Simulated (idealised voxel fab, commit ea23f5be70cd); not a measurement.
Process module, titled voxel ribs on slabs
The width of the displayed cross-section, cut, is 155 nm; its cells are square, with a size of 5 nm.
Cross-section format: a grid of square cells, given as bands from top to bottom; each band is one or more rows of cells. What a band's entry tells you: where the top is and where the bottom is, as heights in nm, and after that what lies inside, material by material from left to right, each with its width in nm. Empty space is written as the word "air", and a single material marked with the word "edge to edge" occupies the band from edge to edge. Zero point of the height axis is 0; under it, received wafer = one material. Lowest band: continues down indefinitely, "0..down". Width spec "30 to 40" -> top row of cells at first value, bottom row at second value, equal per-row change in between. When a step is marked "remained unchanged", none of the cells in the cross-section changed during that step. For the entry "Enclosed internal voids", the listed items are empty spaces with no open way to the top whose size is 8 cells or more; each item follows the pattern width x height at distance, where distance is from the left edge and all three are in nm. Formally, on a step line, whatever follows the settings is a remark that the simulator itself makes on the step. overlay nm: for a step with a mask, the amount by which the mask lay right of where it was planned; a negative amount means left of it.
List of planned process steps
- 1: RECEIVE,material Si
- 2: DIRECTIONAL_DEP,material SiO2,thk nm 20
- 3: DIRECTIONAL_DEP,material polySi,thk nm 25
- 4: MASKED_ETCH,tone cover,mask id RIB,width nm 30,etch materials polySi,depth nm 20,overlay nm 0
- 5: DIRECTIONAL_DEP,material aC,thk nm 15
- 6: PATTERN,tone cover,mask id SLAB,material resist,width nm 60,thk nm 35,overlay nm 0
- 7: DIRECTIONAL_ETCH,etch materials aC,depth nm 15
- 8: STRIP,etch materials resist
- 9: DIRECTIONAL_ETCH,etch materials polySi,depth nm 5
- 10: STRIP,etch materials aC
- 11: FILL_DEP,material SiO2,thk nm 20
- 12: CMP,height nm 60
- 13: DIRECTIONAL_DEP,material W,thk nm 10
- 14: PATTERN,tone cover,mask id HEATER,material resist,width nm 40,thk nm 15,overlay nm 0
- 15: DIRECTIONAL_ETCH,etch materials W,depth nm 10
- 16: STRIP,etch materials resist
- 17: CONFORMAL_DEP,material SiO2,thk nm 10
As-received wafer cross-section (after step 1)
* 0..down | Si edge to edge
* Enclosed internal voids: none
Cross-section, first of two wafers, end of module, run as planned
* 80..70 | air: 45; SiO2: 60; air: 50
* 70..60 | SiO2: 55; W: 40; SiO2: 60
* 60..45 | SiO2 edge to edge
* 45..25 | SiO2: 60; polySi: 30; SiO2: 65
* 25..20 | SiO2: 45; polySi: 60; SiO2: 50
* 20..0 | SiO2 edge to edge
* 0..down | Si edge to edge
* Enclosed internal voids: none
Wafer two (of two), end-of-module cross-section: start = wafer one, plan = wafer one, one run mistake
* 80..70 | air: 45; SiO2: 60; air: 50
* 70..60 | SiO2: 55; W: 40; SiO2: 60
* 60..45 | SiO2 edge to edge
* 45..25 | SiO2: 60; polySi: 30; SiO2: 65
* 25..20 | SiO2: 55; polySi: 60; SiO2: 40
* 20..0 | SiO2 edge to edge
* 0..down | Si edge to edge
* Enclosed internal voids: none
In executing the process, a mistake was made relative to the plan: step 6 off recipe, ran as PATTERN,tone cover,mask id SLAB,material resist,width nm 60,thk nm 35,overlay nm 10
at the end the second wafer has, in cells: as many of each material as the first, in other places
